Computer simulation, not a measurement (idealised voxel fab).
This section sets out a process module, namely voxel wiring stack.
cross-section cut | 180 nm wide | cells 5 nm
How to read a cross-section here: the picture is a grid of square cells, written as bands going from the top down, and any band can span one or more rows of cells. Quick guide to a band line: top height, bottom height (nm) up front; then every material left to right with its width in nm. Only one material and it's marked "all across"? Then it fills the band edge to edge. And "empty" just means empty space. For the purposes of this specification, 0 denotes the height below which the wafer in its as-received condition is composed wholly of one material, and the lowermost band, lacking a lower limit, extends downward without end, as expressed in "0 and below". Width: "30 to 40" (first number = top row, second number = bottom row, same change from row to row of cells). "no change" means the step left every cell of the cross-section as it was. If an empty space has no open way to the top and is at least 8 cells in size, "Enclosed void inventory" lists it, written width x height at distance, where distance is measured from the left edge and every value is in nm. On a step's line, text after the settings is the simulator commenting on that step. You can add "overlay nm" to a step's line. For a step with a mask, it describes how far the mask lay to the right of its planned position, and a negative number describes a lay to the left.

LISTED BELOW ARE THE PROCESS STEPS AS PLANNED
1 RECEIVE (material Si)
2 CONFORMAL_DEP (material SiO2; thk nm 15)
3 DIRECTIONAL_DEP (material TiN; thk nm 5)
4 DIRECTIONAL_DEP (material W; thk nm 20)
5 PATTERN (tone cover; mask id METAL_1; material resist; width nm 20; pitch nm 45; thk nm 15; overlay nm 0)
6 DIRECTIONAL_ETCH (etch materials W; depth nm 20)
7 DIRECTIONAL_ETCH (etch materials TiN; depth nm 5)
8 STRIP (etch materials resist)
9 CONFORMAL_DEP (material SiCN; thk nm 5)
10 FILL_DEP (material SiO2; thk nm 5)
11 CMP (height nm 40)
12 CONFORMAL_DEP (material SiCN; thk nm 5)
13 DIRECTIONAL_DEP (material lowk; thk nm 25)
14 MASKED_ETCH (tone open; mask id METAL_2; width nm 20; pitch nm 45; etch materials lowk; depth nm 15; overlay nm 0)
15 PATTERN (tone open; mask id METAL_2_HOLES; material resist; width nm 15; thk nm 20; overlay nm 0)
16 DIRECTIONAL_ETCH (etch materials lowk; depth nm 10)
17 DIRECTIONAL_ETCH (etch materials SiCN; depth nm 5)
18 STRIP (etch materials resist)
19 CONFORMAL_DEP (material TiN; thk nm 5)
20 FILL_DEP (material Cu; thk nm 5)
21 CMP (height nm 70)
22 CONFORMAL_DEP (material SiN; thk nm 5)

FIRST WAFER, AS PLANNED

CROSS-SECTION OF THE WAFER AS IT CAME TO US, I.E., ALREADY THROUGH STEP 1
	0 and below = Si all across
	Enclosed void inventory: none

AFTER STEP 2, IN CROSS-SECTION
	15 down to 0 = SiO2 all across
	Under the height 0 nothing was changed.

AFTER STEP 3, IN CROSS-SECTION
	20 down to 15 = TiN all across
	Under the height 15 nothing was changed.

AFTER STEP 4, IN CROSS-SECTION
	40 down to 20 = W all across
	Under the height 20 nothing was changed.

AFTER STEP 5, IN CROSS-SECTION
	55 down to 40 = 55 nm empty | 20 nm resist | 25 nm empty | 20 nm resist | 60 nm empty
	Under the height 40 nothing was changed.

AFTER STEP 6, IN CROSS-SECTION
	55 down to 40 = 55 nm empty | 20 nm resist | 25 nm empty | 20 nm resist | 60 nm empty
	40 down to 20 = 55 nm empty | 20 nm W | 25 nm empty | 20 nm W | 60 nm empty
	Under the height 20 nothing was changed.

AFTER STEP 7, IN CROSS-SECTION
	55 down to 40 = 55 nm empty | 20 nm resist | 25 nm empty | 20 nm resist | 60 nm empty
	40 down to 20 = 55 nm empty | 20 nm W | 25 nm empty | 20 nm W | 60 nm empty
	20 down to 15 = 55 nm empty | 20 nm TiN | 25 nm empty | 20 nm TiN | 60 nm empty
	Under the height 15 nothing was changed.

AFTER STEP 8, IN CROSS-SECTION
	40 down to 20 = 55 nm empty | 20 nm W | 25 nm empty | 20 nm W | 60 nm empty
	Under the height 20 nothing was changed.

AFTER STEP 9, IN CROSS-SECTION
	45 down to 40 = 50 nm empty | 30 nm SiCN | 15 nm empty | 30 nm SiCN | 55 nm empty
	40 down to 20 = 50 nm empty | 5 nm SiCN | 20 nm W | 5 nm SiCN | 15 nm empty | 5 nm SiCN | 20 nm W | 5 nm SiCN | 55 nm empty
	20 down to 15 = 55 nm SiCN | 20 nm TiN | 25 nm SiCN | 20 nm TiN | 60 nm SiCN
	Under the height 15 nothing was changed.

AFTER STEP 10, IN CROSS-SECTION
	50 down to 45 = SiO2 all across
	45 down to 40 = 50 nm SiO2 | 30 nm SiCN | 15 nm SiO2 | 30 nm SiCN | 55 nm SiO2
	40 down to 20 = 50 nm SiO2 | 5 nm SiCN | 20 nm W | 5 nm SiCN | 15 nm SiO2 | 5 nm SiCN | 20 nm W | 5 nm SiCN | 55 nm SiO2
	Under the height 20 nothing was changed.

AFTER STEP 11, IN CROSS-SECTION
	40 down to 20 = 50 nm SiO2 | 5 nm SiCN | 20 nm W | 5 nm SiCN | 15 nm SiO2 | 5 nm SiCN | 20 nm W | 5 nm SiCN | 55 nm SiO2
	Under the height 20 nothing was changed.

AFTER STEP 12, IN CROSS-SECTION
	45 down to 40 = SiCN all across
	Under the height 40 nothing was changed.

AFTER STEP 13, IN CROSS-SECTION
	70 down to 45 = lowk all across
	Under the height 45 nothing was changed.

AFTER STEP 14, IN CROSS-SECTION
	70 down to 55 = 55 nm lowk | 20 nm empty | 25 nm lowk | 20 nm empty | 60 nm lowk
	Under the height 55 nothing was changed.

AFTER STEP 15, IN CROSS-SECTION
	90 down to 70 = 55 nm resist | 15 nm empty | 110 nm resist
	70 down to 55 = 55 nm lowk | 15 nm empty | 5 nm resist | 25 nm lowk | 20 nm resist | 60 nm lowk
	Under the height 55 nothing was changed.

AFTER STEP 16, IN CROSS-SECTION
	90 down to 70 = 55 nm resist | 15 nm empty | 110 nm resist
	70 down to 55 = 55 nm lowk | 15 nm empty | 5 nm resist | 25 nm lowk | 20 nm resist | 60 nm lowk
	55 down to 45 = 55 nm lowk | 15 nm empty | 110 nm lowk
	Under the height 45 nothing was changed.

AFTER STEP 17, IN CROSS-SECTION
	90 down to 70 = 55 nm resist | 15 nm empty | 110 nm resist
	70 down to 55 = 55 nm lowk | 15 nm empty | 5 nm resist | 25 nm lowk | 20 nm resist | 60 nm lowk
	55 down to 45 = 55 nm lowk | 15 nm empty | 110 nm lowk
	45 down to 40 = 55 nm SiCN | 15 nm empty | 110 nm SiCN
	Under the height 40 nothing was changed.

AFTER STEP 18, IN CROSS-SECTION
	70 down to 55 = 55 nm lowk | 20 nm empty | 25 nm lowk | 20 nm empty | 60 nm lowk
	Under the height 55 nothing was changed.

AFTER STEP 19, IN CROSS-SECTION
	75 down to 70 = 60 nm TiN | 10 nm empty | 35 nm TiN | 10 nm empty | 65 nm TiN
	70 down to 60 = 55 nm lowk | 5 nm TiN | 10 nm empty | 5 nm TiN | 25 nm lowk | 5 nm TiN | 10 nm empty | 5 nm TiN | 60 nm lowk
	60 down to 55 = 55 nm lowk | 5 nm TiN | 5 nm empty | 10 nm TiN | 25 nm lowk | 20 nm TiN | 60 nm lowk
	55 down to 45 = 55 nm lowk | 5 nm TiN | 5 nm empty | 5 nm TiN | 110 nm lowk
	45 down to 40 = 55 nm SiCN | 15 nm TiN | 110 nm SiCN
	Under the height 40 nothing was changed.

AFTER STEP 20, IN CROSS-SECTION
	80 down to 75 = Cu all across
	75 down to 70 = 60 nm TiN | 10 nm Cu | 35 nm TiN | 10 nm Cu | 65 nm TiN
	70 down to 60 = 55 nm lowk | 5 nm TiN | 10 nm Cu | 5 nm TiN | 25 nm lowk | 5 nm TiN | 10 nm Cu | 5 nm TiN | 60 nm lowk
	60 down to 55 = 55 nm lowk | 5 nm TiN | 5 nm Cu | 10 nm TiN | 25 nm lowk | 20 nm TiN | 60 nm lowk
	55 down to 45 = 55 nm lowk | 5 nm TiN | 5 nm Cu | 5 nm TiN | 110 nm lowk
	Under the height 45 nothing was changed.

AFTER STEP 21, IN CROSS-SECTION
	70 down to 60 = 55 nm lowk | 5 nm TiN | 10 nm Cu | 5 nm TiN | 25 nm lowk | 5 nm TiN | 10 nm Cu | 5 nm TiN | 60 nm lowk
	Under the height 60 nothing was changed.

AFTER STEP 22, IN CROSS-SECTION
	75 down to 70 = SiN all across
	Under the height 70 nothing was changed.

WAFER TWO. SAME START, SAME PLAN, ONE SLIP IN EXECUTION. SAME AS WAFER ONE THROUGH STEP 1, INCLUSIVE

HERE IS THE SECOND WAFER IN CROSS-SECTION AT THE POINT WHERE STEP 2 OF THE PLAN SHOULD HAVE BEEN DONE
	30 down to 0 = SiO2 all across
	Under the height 0 nothing was changed.

HERE IS THE SECOND WAFER IN CROSS-SECTION AT THE POINT WHERE STEP 3 OF THE PLAN SHOULD HAVE BEEN DONE
	35 down to 30 = TiN all across
	Under the height 30 nothing was changed.

HERE IS THE SECOND WAFER IN CROSS-SECTION AT THE POINT WHERE STEP 4 OF THE PLAN SHOULD HAVE BEEN DONE
	55 down to 35 = W all across
	Under the height 35 nothing was changed.

HERE IS THE SECOND WAFER IN CROSS-SECTION AT THE POINT WHERE STEP 5 OF THE PLAN SHOULD HAVE BEEN DONE
	70 down to 55 = 55 nm empty | 20 nm resist | 25 nm empty | 20 nm resist | 60 nm empty
	Under the height 55 nothing was changed.

HERE IS THE SECOND WAFER IN CROSS-SECTION AT THE POINT WHERE STEP 6 OF THE PLAN SHOULD HAVE BEEN DONE
	70 down to 55 = 55 nm empty | 20 nm resist | 25 nm empty | 20 nm resist | 60 nm empty
	55 down to 35 = 55 nm empty | 20 nm W | 25 nm empty | 20 nm W | 60 nm empty
	Under the height 35 nothing was changed.

HERE IS THE SECOND WAFER IN CROSS-SECTION AT THE POINT WHERE STEP 7 OF THE PLAN SHOULD HAVE BEEN DONE
	70 down to 55 = 55 nm empty | 20 nm resist | 25 nm empty | 20 nm resist | 60 nm empty
	55 down to 35 = 55 nm empty | 20 nm W | 25 nm empty | 20 nm W | 60 nm empty
	35 down to 30 = 55 nm empty | 20 nm TiN | 25 nm empty | 20 nm TiN | 60 nm empty
	Under the height 30 nothing was changed.

HERE IS THE SECOND WAFER IN CROSS-SECTION AT THE POINT WHERE STEP 8 OF THE PLAN SHOULD HAVE BEEN DONE
	55 down to 35 = 55 nm empty | 20 nm W | 25 nm empty | 20 nm W | 60 nm empty
	Under the height 35 nothing was changed.

HERE IS THE SECOND WAFER IN CROSS-SECTION AT THE POINT WHERE STEP 9 OF THE PLAN SHOULD HAVE BEEN DONE
	60 down to 55 = 50 nm empty | 30 nm SiCN | 15 nm empty | 30 nm SiCN | 55 nm empty
	55 down to 35 = 50 nm empty | 5 nm SiCN | 20 nm W | 5 nm SiCN | 15 nm empty | 5 nm SiCN | 20 nm W | 5 nm SiCN | 55 nm empty
	35 down to 30 = 55 nm SiCN | 20 nm TiN | 25 nm SiCN | 20 nm TiN | 60 nm SiCN
	Under the height 30 nothing was changed.

HERE IS THE SECOND WAFER IN CROSS-SECTION AT THE POINT WHERE STEP 10 OF THE PLAN SHOULD HAVE BEEN DONE
	65 down to 60 = SiO2 all across
	60 down to 55 = 50 nm SiO2 | 30 nm SiCN | 15 nm SiO2 | 30 nm SiCN | 55 nm SiO2
	55 down to 35 = 50 nm SiO2 | 5 nm SiCN | 20 nm W | 5 nm SiCN | 15 nm SiO2 | 5 nm SiCN | 20 nm W | 5 nm SiCN | 55 nm SiO2
	Under the height 35 nothing was changed.

HERE IS THE SECOND WAFER IN CROSS-SECTION AT THE POINT WHERE STEP 11 OF THE PLAN SHOULD HAVE BEEN DONE
	40 down to 35 = 50 nm SiO2 | 5 nm SiCN | 20 nm W | 5 nm SiCN | 15 nm SiO2 | 5 nm SiCN | 20 nm W | 5 nm SiCN | 55 nm SiO2
	Under the height 35 nothing was changed.

HERE IS THE SECOND WAFER IN CROSS-SECTION AT THE POINT WHERE STEP 12 OF THE PLAN SHOULD HAVE BEEN DONE
	45 down to 40 = SiCN all across
	Under the height 40 nothing was changed.

HERE IS THE SECOND WAFER IN CROSS-SECTION AT THE POINT WHERE STEP 13 OF THE PLAN SHOULD HAVE BEEN DONE
	70 down to 45 = lowk all across
	Under the height 45 nothing was changed.

HERE IS THE SECOND WAFER IN CROSS-SECTION AT THE POINT WHERE STEP 14 OF THE PLAN SHOULD HAVE BEEN DONE
	70 down to 55 = 55 nm lowk | 20 nm empty | 25 nm lowk | 20 nm empty | 60 nm lowk
	Under the height 55 nothing was changed.

HERE IS THE SECOND WAFER IN CROSS-SECTION AT THE POINT WHERE STEP 15 OF THE PLAN SHOULD HAVE BEEN DONE
	90 down to 70 = 55 nm resist | 15 nm empty | 110 nm resist
	70 down to 55 = 55 nm lowk | 15 nm empty | 5 nm resist | 25 nm lowk | 20 nm resist | 60 nm lowk
	Under the height 55 nothing was changed.

HERE IS THE SECOND WAFER IN CROSS-SECTION AT THE POINT WHERE STEP 16 OF THE PLAN SHOULD HAVE BEEN DONE
	90 down to 70 = 55 nm resist | 15 nm empty | 110 nm resist
	70 down to 55 = 55 nm lowk | 15 nm empty | 5 nm resist | 25 nm lowk | 20 nm resist | 60 nm lowk
	55 down to 45 = 55 nm lowk | 15 nm empty | 110 nm lowk
	Under the height 45 nothing was changed.

HERE IS THE SECOND WAFER IN CROSS-SECTION AT THE POINT WHERE STEP 17 OF THE PLAN SHOULD HAVE BEEN DONE
	90 down to 70 = 55 nm resist | 15 nm empty | 110 nm resist
	70 down to 55 = 55 nm lowk | 15 nm empty | 5 nm resist | 25 nm lowk | 20 nm resist | 60 nm lowk
	55 down to 45 = 55 nm lowk | 15 nm empty | 110 nm lowk
	45 down to 40 = 55 nm SiCN | 15 nm empty | 110 nm SiCN
	Under the height 40 nothing was changed.

HERE IS THE SECOND WAFER IN CROSS-SECTION AT THE POINT WHERE STEP 18 OF THE PLAN SHOULD HAVE BEEN DONE
	70 down to 55 = 55 nm lowk | 20 nm empty | 25 nm lowk | 20 nm empty | 60 nm lowk
	Under the height 55 nothing was changed.

HERE IS THE SECOND WAFER IN CROSS-SECTION AT THE POINT WHERE STEP 19 OF THE PLAN SHOULD HAVE BEEN DONE
	75 down to 70 = 60 nm TiN | 10 nm empty | 35 nm TiN | 10 nm empty | 65 nm TiN
	70 down to 60 = 55 nm lowk | 5 nm TiN | 10 nm empty | 5 nm TiN | 25 nm lowk | 5 nm TiN | 10 nm empty | 5 nm TiN | 60 nm lowk
	60 down to 55 = 55 nm lowk | 5 nm TiN | 5 nm empty | 10 nm TiN | 25 nm lowk | 20 nm TiN | 60 nm lowk
	55 down to 45 = 55 nm lowk | 5 nm TiN | 5 nm empty | 5 nm TiN | 110 nm lowk
	45 down to 40 = 55 nm SiCN | 15 nm TiN | 110 nm SiCN
	Under the height 40 nothing was changed.

HERE IS THE SECOND WAFER IN CROSS-SECTION AT THE POINT WHERE STEP 20 OF THE PLAN SHOULD HAVE BEEN DONE
	80 down to 75 = Cu all across
	75 down to 70 = 60 nm TiN | 10 nm Cu | 35 nm TiN | 10 nm Cu | 65 nm TiN
	70 down to 60 = 55 nm lowk | 5 nm TiN | 10 nm Cu | 5 nm TiN | 25 nm lowk | 5 nm TiN | 10 nm Cu | 5 nm TiN | 60 nm lowk
	60 down to 55 = 55 nm lowk | 5 nm TiN | 5 nm Cu | 10 nm TiN | 25 nm lowk | 20 nm TiN | 60 nm lowk
	55 down to 45 = 55 nm lowk | 5 nm TiN | 5 nm Cu | 5 nm TiN | 110 nm lowk
	Under the height 45 nothing was changed.

HERE IS THE SECOND WAFER IN CROSS-SECTION AT THE POINT WHERE STEP 21 OF THE PLAN SHOULD HAVE BEEN DONE
	70 down to 60 = 55 nm lowk | 5 nm TiN | 10 nm Cu | 5 nm TiN | 25 nm lowk | 5 nm TiN | 10 nm Cu | 5 nm TiN | 60 nm lowk
	Under the height 60 nothing was changed.

HERE IS THE SECOND WAFER IN CROSS-SECTION AT THE POINT WHERE STEP 22 OF THE PLAN SHOULD HAVE BEEN DONE
	75 down to 70 = SiN all across
	Under the height 70 nothing was changed.
Which mistake was made when the wafer was run? step 2 of the plan was carried out twice
It is noted that, at the conclusion of processing, the second wafer exhibits a higher or lower cell count for certain materials relative to the first: SiCN: 12 fewer; SiO2: 36 more; W: 24 fewer
